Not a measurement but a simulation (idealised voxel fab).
Herein follows the process module entitled voxel plated lines.
Each square cell in cross-section cut measures 5 nm, and the section as a whole is 275 nm wide.
Reading order for cross-sections: top band down to bottom band. Underlying form: a grid of square cells. Band size: one or more rows of cells. What a band's entry tells you: where the top is and where the bottom is, as heights in nm, and after that what lies inside, material by material from left to right, each with its width in nm. Empty space is written as the word "air", and a single material marked with the word "all across" occupies the band from edge to edge. The reference from which all heights are counted is 0, the level beneath which the as-received wafer is entirely one material; the lowest band, having no lower bound, proceeds downward and is written after the example "0 and below". A width such as "30->40" changes by the same amount from each row of cells to the next, from the band's top row to its bottom row. No cell of the cross-section changed in a step that is given as "nothing was modified". Reported under the label "Enclosed voids" are the empty spaces having no open way to the top and comprising 8 cells or more; the notation for each is width x height at distance, in which the distance is measured from the left edge and all three values are in nm. Heads up: the bit after the settings on a step's line is the simulator's remark on that step. overlay nm: for a step with a mask, the amount by which the mask lay right of where it was planned; a negative amount means left of it.
# Listed below are the process steps as planned
1) RECEIVE: material Si
2) CONFORMAL_DEP: material Al2O3, thk nm 5
3) DIRECTIONAL_DEP: material TiN, thk nm 5
4) PATTERN: tone open, mask id LINES, material resist, width nm 30, pitch nm 45, thk nm 25, overlay nm 0
5) EPI: material Ru, thk nm 10
6) EPI: material Ru, thk nm 10
7) STRIP: etch materials resist
8) DIRECTIONAL_ETCH: etch materials TiN, depth nm 5
9) CONFORMAL_DEP: material SiO2, thk nm 5
# Cross-section of the wafer at receipt, which is the condition after step 1
> 0 and below  Si all across
> Enclosed voids: none
# Final cross-section, module run with one mistake (start and plan as above)
> 35 down to 30  air 100; SiO2 35; air 10; SiO2 35; air 95
> 30 down to 10  air 100; SiO2 5; Ru 25; SiO2 5; air 10; SiO2 5; Ru 25; SiO2 5; air 95
> 10 down to 5  SiO2 105; TiN 25; SiO2 20; TiN 25; SiO2 100
> 5 down to 0  Al2O3 all across
> 0 and below  Si all across
> Enclosed voids: none
Deviation from plan: step 4 off recipe, ran as PATTERN: tone open, mask id LINES, material resist, width nm 25, pitch nm 45, thk nm 25, overlay nm 0
